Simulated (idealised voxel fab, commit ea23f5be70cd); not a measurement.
Module name: voxel spacer lines (process module)
cross-section cut | 215 nm wide | cells 5 nm
Cross-sections here: square-cell grids, written as top-down lists of bands, a band being one or more rows of cells.
First you get the band's top height and its bottom height, in nm, and then the materials it's made of, left to right, with each width in nm. If you see a single material with "edge to edge", that one covers the band edge to edge. "air" is empty space.
Convention: height 0 is the level below which the wafer, as received, is all one material. The lowest band does not terminate at the bottom but continues downward, represented as "0 down".
A width given as "30 to 40" starts at the first number in the band's top row and ends at the second number in its bottom row, shifting by an equal amount at every step from row to row.
Key: "nothing was modified" - step with no changed cell in the cross-section.
This entry, "Sealed internal voids", enumerates those empty regions of no fewer than 8 cells that possess no open connection to the top. Each region is reported in the form width x height at distance, the distance being taken from the left edge, with all three quantities expressed in nm.
Anything after a step's settings on that line? It's the simulator's own note about the step.
On any step carrying a mask, the "overlay nm" setting, if present on the step's line, tells how far right of its planned place the mask lay; negative values point to the left.
Listed below are the process steps as planned:
step 1: RECEIVE, material Si
step 2: CONFORMAL_DEP, material Al2O3, thk nm 10
step 3: DIRECTIONAL_DEP, material SiN, thk nm 15
step 4: DIRECTIONAL_DEP, material polySi, thk nm 30
step 5: PATTERN, tone cover, mask id MANDREL, material resist, width nm 20, pitch nm 60, thk nm 35, overlay nm 0
step 6: DIRECTIONAL_ETCH, etch materials polySi, depth nm 30
step 7: STRIP, etch materials resist
step 8: CONFORMAL_DEP, material SiO2, thk nm 10
step 9: DIRECTIONAL_ETCH, etch materials SiO2, depth nm 10
step 10: STRIP, etch materials polySi
step 11: DIRECTIONAL_ETCH, etch materials SiN, depth nm 15
step 12: STRIP, etch materials SiO2
Delivered wafer in cross-section: state after step 1:
    0 down: Si edge to edge
    Sealed internal voids: none
This is how the wafer looks in cross-section once the module is done, given the starting state and plan above and one mistake in carrying the plan out:
    25 to 15: Al2O3 edge to edge
    15 to 0: SiN edge to edge
    0 down: Si edge to edge
    Sealed internal voids: none
Short version of what went wrong: steps 2 and 3 were swapped
